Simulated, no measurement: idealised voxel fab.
Process module under the name voxel plated lines
Square cells of 5 nm make up the cross-section cut, whose width is 265 nm.
Think of the cross-section as a grid of square cells. We describe it in bands, top to bottom, and each band covers one or more rows of those cells. Read a band's entry like this: the first values are the height of its top and the height of its bottom in nm, and what follows is the sequence of materials from left to right, each with its width in nm. Note that "air" is empty space, and that a single material marked "edge to edge" reaches across the band from edge to edge. A quick word on heights: they are counted from 0, and under that level the wafer as it came to us is one material throughout. The lowest band is different from the rest in having no bottom; it simply continues downward, written as in "0 and below". A two-number width, for instance "30 to 40", indicates that the width is equal to the first number in the top row of the band and to the second number in the bottom row, and that it changes by a constant amount per row of cells. Step marked "remains unaltered"? Then no cell in the cross-section changed in it. Empty spaces without an open route to the top, at least 8 cells in extent, make up the entry "Cavities, closed"; each is given as width x height at distance, where the distance is measured from the left edge, and all are in nm. The remark found on a step's line after its settings is issued by the simulator itself and pertains to that step. overlay nm: right-of-plan distance of the mask on a masked step; negative values mean left-of-plan.
THESE ARE THE STEPS WE PLANNED FOR THE PROCESS
1. RECEIVE,material Si
2. CONFORMAL_DEP,material Al2O3,thk nm 10
3. DIRECTIONAL_DEP,material TiN,thk nm 5
4. PATTERN,tone open,mask id LINES,material resist,width nm 25,pitch nm 45,thk nm 20,overlay nm 0
5. EPI,material Ru,thk nm 5
6. STRIP,etch materials resist
7. DIRECTIONAL_ETCH,etch materials TiN,depth nm 5
8. CONFORMAL_DEP,material SiCN,thk nm 10
INCOMING WAFER, CROSS-SECTIONAL VIEW, POST STEP 1
0 and below | Si edge to edge
Cavities, closed: none
THE FIRST OF TWO WAFERS, CROSS-SECTIONED AT THE END OF THE MODULE, WITH THE RUN PROCEEDING AS PLANNED
30 down to 20 | air: 85 / SiCN: 90 / air: 90
20 down to 15 | SiCN: 95 / Ru: 25 / SiCN: 20 / Ru: 25 / SiCN: 100
15 down to 10 | SiCN: 95 / TiN: 25 / SiCN: 20 / TiN: 25 / SiCN: 100
10 down to 0 | Al2O3 edge to edge
0 and below | Si edge to edge
Cavities, closed: none
END-OF-MODULE CROSS-SECTION OF THE SECOND WAFER: IDENTICAL STARTING POINT AND PROCESS PLAN TO THE FIRST, WITH ONE PROCESSING MISTAKE
35 down to 25 | air: 85 / SiCN: 90 / air: 90
25 down to 20 | SiCN: 95 / Ru: 25 / SiCN: 20 / Ru: 25 / SiCN: 100
20 down to 15 | SiCN: 95 / TiN: 25 / SiCN: 20 / TiN: 25 / SiCN: 100
15 down to 0 | Al2O3 edge to edge
0 and below | Si edge to edge
Cavities, closed: none
Here's what went sideways: the process deviated at step 2: the operation and settings actually run there were CONFORMAL_DEP,material Al2O3,thk nm 15
Looking at both finished wafers in cells, the second ends up ahead of or behind the first on some materials: Al2O3 +53
